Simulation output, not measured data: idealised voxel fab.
voxel local oxidation: a process module
The cross-section shown here is cut; it is 220 nm wide and divided into square cells measuring 5 nm on a side.
Bands, listed from the top down, are how a cross-section gets written in this document; the cross-section itself is a grid of square cells, and a band is one or more rows of them. Top, bottom (nm), then materials left to right with widths (nm); lone material tagged "throughout" fills the whole band edge to edge; "empty" = empty space. Zero point of the height axis is 0; under it, received wafer = one material. Lowest band: continues down indefinitely, "0 down". The width entry "30..40" should be interpreted row by row: the top row of cells in the band takes the first number, the bottom row takes the second number, and the change between adjacent rows is uniform throughout. No cell of the cross-section changed in a step that is given as "changes: none". You'll see "Closed void register" listing empty spaces that have no way open to the top, as long as they're 8 cells or more; the notation is width x height at distance, where the distance is from the left edge, and all of it is in nm. What comes after the settings on a step's line is commentary from the simulator itself on that step. overlay nm: right-of-plan distance of the mask on a masked step; negative values mean left-of-plan.

Below is the list of planned process steps:
1,RECEIVE with material Si
2,OXIDIZE with depth nm 5
3,CONFORMAL_DEP with material SiN, thk nm 15
4,PATTERN with tone cover, mask id ACTIVE, material resist, width nm 110, thk nm 15, overlay nm -15
5,DIRECTIONAL_ETCH with etch materials SiN, depth nm 15
6,STRIP with etch materials resist
7,SELECTIVE_ETCH with etch materials SiO2, depth nm 5
8,OXIDIZE with depth nm 10
9,STRIP with etch materials SiN
What sets these wafers apart? The overlay nm at step 4. They all start alike, and the plan carries the first wafer's value.

The first of several wafers as received, shown in cross-section; this is its state after step 1:
- 0 down  Si throughout
- Closed void register: none

Take a look at the first of several wafers in cross-section: the module is done, and step 9 was its last step:
- 0 to -5  45 empty  100 SiO2  75 empty
- -5 to -15  55 SiO2  80 Si  85 SiO2
- -15 down  Si throughout
- Closed void register: none

The module's end: a cross-section of the last wafer:
- 0 to -5  75 empty  100 SiO2  45 empty
- -5 to -15  85 SiO2  80 Si  55 SiO2
- -15 down  Si throughout
- Closed void register: none

Per wafer (row), end of module: delta in cells per material since receipt, (+) for gained, (-) for lost; closed voids after that:
overlay nm -15 | -100 Si | +76 SiO2 | Closed void register: none
overlay nm -10 | -100 Si | +76 SiO2 | Closed void register: none
overlay nm -5 | -100 Si | +76 SiO2 | Closed void register: none
overlay nm 0 | -100 Si | +76 SiO2 | Closed void register: none
overlay nm 5 | -100 Si | +76 SiO2 | Closed void register: none
overlay nm 10 | -100 Si | +76 SiO2 | Closed void register: none
overlay nm 15 | -100 Si | +76 SiO2 | Closed void register: none
